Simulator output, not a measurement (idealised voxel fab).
This is a process module. Its name is voxel capacitor over wiring.
Each square cell in cross-section cut measures 5 nm, and the section as a whole is 205 nm wide.
Bands, listed from the top down, are how a cross-section gets written in this document; the cross-section itself is a grid of square cells, and a band is one or more rows of them.
Top, bottom (nm), then materials left to right with widths (nm); lone material tagged "edge to edge" fills the whole band edge to edge; "air" = empty space.
Height datum 0, below which the as-received substrate wafer is one material. Lowest band open at the bottom, running downward: "0..down".
Think of "30->40" as a width that walks from the first number to the second as you go down the band, top row to bottom row, taking equal-sized steps from row to row.
You'll sometimes find "no modification" written for a step, and that's the way of saying that nowhere in the cross-section did a cell change during that step.
The entry "Trapped voids" lists the empty spaces that cover at least 8 cells and have no open path to the top. Each is written as width x height at distance, where the distance is measured from the left edge and all three values are in nm.
Where a step's line continues beyond its settings, the continuation is a remark by the simulator itself on that step.
When a step includes a mask, the "overlay nm" setting on its line states how far to the right of its planned place that mask lay, and negative values state how far to the left.

THIS SECTION LISTS THE PROCESS STEPS THAT WERE PLANNED
step 1: RECEIVE (material Si)
step 2: CONFORMAL_DEP (material SiO2; thk nm 10)
step 3: DIRECTIONAL_DEP (material TiN; thk nm 5)
step 4: DIRECTIONAL_DEP (material Ru; thk nm 20)
step 5: MASKED_ETCH (tone cover; mask id METAL_1; width nm 25; pitch nm 90; etch materials Ru; depth nm 20; overlay nm 0)
step 6: MASKED_ETCH (tone cover; mask id METAL_1; width nm 25; pitch nm 90; etch materials TiN; depth nm 5; overlay nm 0)
step 7: CONFORMAL_DEP (material SiN; thk nm 5)
step 8: FILL_DEP (material SiO2; thk nm 10)
step 9: CMP (height nm 35)
step 10: CONFORMAL_DEP (material SiCN; thk nm 5)
step 11: DIRECTIONAL_DEP (material lowk; thk nm 20)
step 12: DIRECTIONAL_DEP (material aC; thk nm 10)
step 13: PATTERN (tone open; mask id PLUG_1; material resist; width nm 15; thk nm 30; overlay nm 0)
step 14: DIRECTIONAL_ETCH (etch materials aC; depth nm 10)
step 15: STRIP (etch materials resist)
step 16: DIRECTIONAL_ETCH (etch materials lowk; depth nm 20)
step 17: DIRECTIONAL_ETCH (etch materials SiCN; depth nm 5)
step 18: STRIP (etch materials aC)
step 19: EPI (material Ru; thk nm 10)
step 20: EPI (material Ru; thk nm 10)
step 21: EPI (material Ru; thk nm 5)
step 22: DIRECTIONAL_DEP (material TiN; thk nm 10)
step 23: DIRECTIONAL_DEP (material SiN; thk nm 5)
step 24: DIRECTIONAL_DEP (material TiN; thk nm 5)
step 25: PATTERN (tone cover; mask id UPPER_PLATE; material resist; width nm 70; thk nm 15; overlay nm 0)
step 26: DIRECTIONAL_ETCH (etch materials TiN; depth nm 5)
step 27: DIRECTIONAL_ETCH (etch materials SiN; depth nm 5)
step 28: STRIP (etch materials resist)
step 29: DIRECTIONAL_DEP (material aC; thk nm 15)
step 30: PATTERN (tone cover; mask id LOWER_PLATE; material resist; width nm 80; thk nm 30; overlay nm 0)
step 31: DIRECTIONAL_ETCH (etch materials aC; depth nm 15)
step 32: STRIP (etch materials resist)
step 33: DIRECTIONAL_ETCH (etch materials TiN; depth nm 10)
step 34: STRIP (etch materials aC)
step 35: FILL_DEP (material SiO2; thk nm 20)
step 36: CMP (height nm 95)
step 37: MASKED_ETCH (tone open; mask id PLUG_2; width nm 15; etch materials SiO2; depth nm 15; overlay nm 0)
step 38: CONFORMAL_DEP (material TiN; thk nm 5)
step 39: FILL_DEP (material W; thk nm 10)
step 40: CMP (height nm 95)
step 41: CONFORMAL_DEP (material SiN; thk nm 5)

CROSS-SECTIONAL VIEW OF THE WAFER IN ITS AS-RECEIVED CONDITION, CORRESPONDING TO THE STATE AFTER STEP 1
    0..down = Si edge to edge
    Trapped voids: none

THE FIRST OF THE TWO WAFERS AS SEEN IN CROSS-SECTION ONCE THE MODULE WAS FINISHED; PROCESSING FOLLOWED THE PLAN
    100..95 = SiN edge to edge
    95..85 = 65 SiO2, 5 TiN, 5 W, 5 TiN, 125 SiO2
    85..75 = 65->55 SiO2, 15->70 TiN, 125->80 SiO2
    75..70 = 55 SiO2, 70 SiN, 80 SiO2
    70..60 = 50 SiO2, 80 TiN, 75 SiO2
    60..40 = 55 lowk, 15 Ru, 135 lowk
    40..35 = 55 SiCN, 15 Ru, 135 SiCN
    35..15 = 40 SiO2, 5 SiN, 25 Ru, 5 SiN, 55 SiO2, 5 SiN, 25 Ru, 5 SiN, 40 SiO2
    15..10 = 45 SiN, 25 TiN, 65 SiN, 25 TiN, 45 SiN
    10..0 = SiO2 edge to edge
    0..down = Si edge to edge
    Trapped voids: none

WAFER TWO (OF TWO), END-OF-MODULE CROSS-SECTION: START = WAFER ONE, PLAN = WAFER ONE, ONE RUN MISTAKE
    100..95 = SiN edge to edge
    95..85 = 65 SiO2, 5 TiN, 5 W, 5 TiN, 125 SiO2
    85..75 = 65->55 SiO2, 15->70 TiN, 125->80 SiO2
    75..70 = 55 SiO2, 70 SiN, 80 SiO2
    70..60 = 50 SiO2, 80 TiN, 75 SiO2
    60..40 = 55 lowk, 15 Ru, 135 lowk
    40..35 = 55 SiCN, 15 Ru, 135 SiCN
    35..20 = 30 SiO2, 5 SiN, 25 Ru, 5 SiN, 55 SiO2, 5 SiN, 25 Ru, 5 SiN, 50 SiO2
    20..15 = 30 SiO2, 5 SiN, 25 Ru, 15 SiN, 45 SiO2, 5 SiN, 25 Ru, 15 SiN, 40 SiO2
    15..10 = 35 SiN, 35 TiN, 55 SiN, 35 TiN, 45 SiN
    10..0 = SiO2 edge to edge
    0..down = Si edge to edge
    Trapped voids: none
Where did the run depart from the plan? planned and actual differ for step 5; actual: MASKED_ETCH (tone cover; mask id METAL_1; width nm 25; pitch nm 90; etch materials Ru; depth nm 20; overlay nm -10)
Per the end-of-run cell counts, the second wafer holds more or fewer of some materials than the first: SiO2: 4 fewer | TiN: 4 more
